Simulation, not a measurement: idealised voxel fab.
Presented below is a process module, voxel plated lines.
We display cut, a cross-section 240 nm in width whose square cells are each 5 nm.
For the purposes of this document, a cross-section shall be understood as a grid of square cells, specified as bands listed in top-to-bottom order, each band consisting of one or more rows of cells.
What a band's entry tells you: where the top is and where the bottom is, as heights in nm, and after that what lies inside, material by material from left to right, each with its width in nm. Empty space is written as the word "blank", and a single material marked with the word "edge to edge" occupies the band from edge to edge.
The reference from which all heights are counted is 0, the level beneath which the as-received wafer is entirely one material; the lowest band, having no lower bound, proceeds downward and is written after the example "from 0 down".
The two numbers in a width such as "30 to 40" mark its ends across the band: the first belongs to the top row of cells, the second to the bottom row, and from each row to the next the width moves by the same amount.
"same as before" after a step means that no cell of the cross-section changed.
What "Closed void list" gives you is every empty space of 8 cells or more that is cut off from the top. Each appears as width x height at distance, with the distance taken from the left edge and width, height and distance all in nm.
Text after the settings on a step's line: the simulator's own remark on that step.
If you see "overlay nm" on a step's line and that step has a mask, it's telling you how far right of where it was planned the mask ended up; a negative number means it went left instead.

[This section lists the process steps that were planned]
1 RECEIVE (material Si)
2 CONFORMAL_DEP (material Al2O3; thk nm 5)
3 DIRECTIONAL_DEP (material TiN; thk nm 5)
4 PATTERN (tone open; mask id LINES; material resist; width nm 15; pitch nm 50; thk nm 40; overlay nm 0)
5 EPI (material Ru; thk nm 10)
6 EPI (material Ru; thk nm 10)
7 EPI (material Ru; thk nm 5)
8 STRIP (etch materials resist)
9 DIRECTIONAL_ETCH (etch materials TiN; depth nm 5)
10 CONFORMAL_DEP (material SiO2; thk nm 10)
Wafer-to-wafer difference: width nm, step 4. Common start. Plan = first wafer's value.

[Step 1 complete: as-received cross-section of the first of several wafers]
- from 0 down = Si edge to edge
- Closed void list: none

[Take any row and you have a wafer at the end of the module: how many cells of each material it has gained (+) or lost (-) since it was received, and then its closed voids]
width nm 15; +48 Al2O3; +60 Ru; +192 SiO2; +12 TiN; Closed void list: none
width nm 20; +48 Al2O3; +80 Ru; +192 SiO2; +16 TiN; Closed void list: none
width nm 25; +48 Al2O3; +100 Ru; +192 SiO2; +20 TiN; Closed void list: none
width nm 30; +48 Al2O3; +120 Ru; +192 SiO2; +24 TiN; Closed void list: none
width nm 35; +48 Al2O3; +140 Ru; +174 SiO2; +28 TiN; Closed void list: none
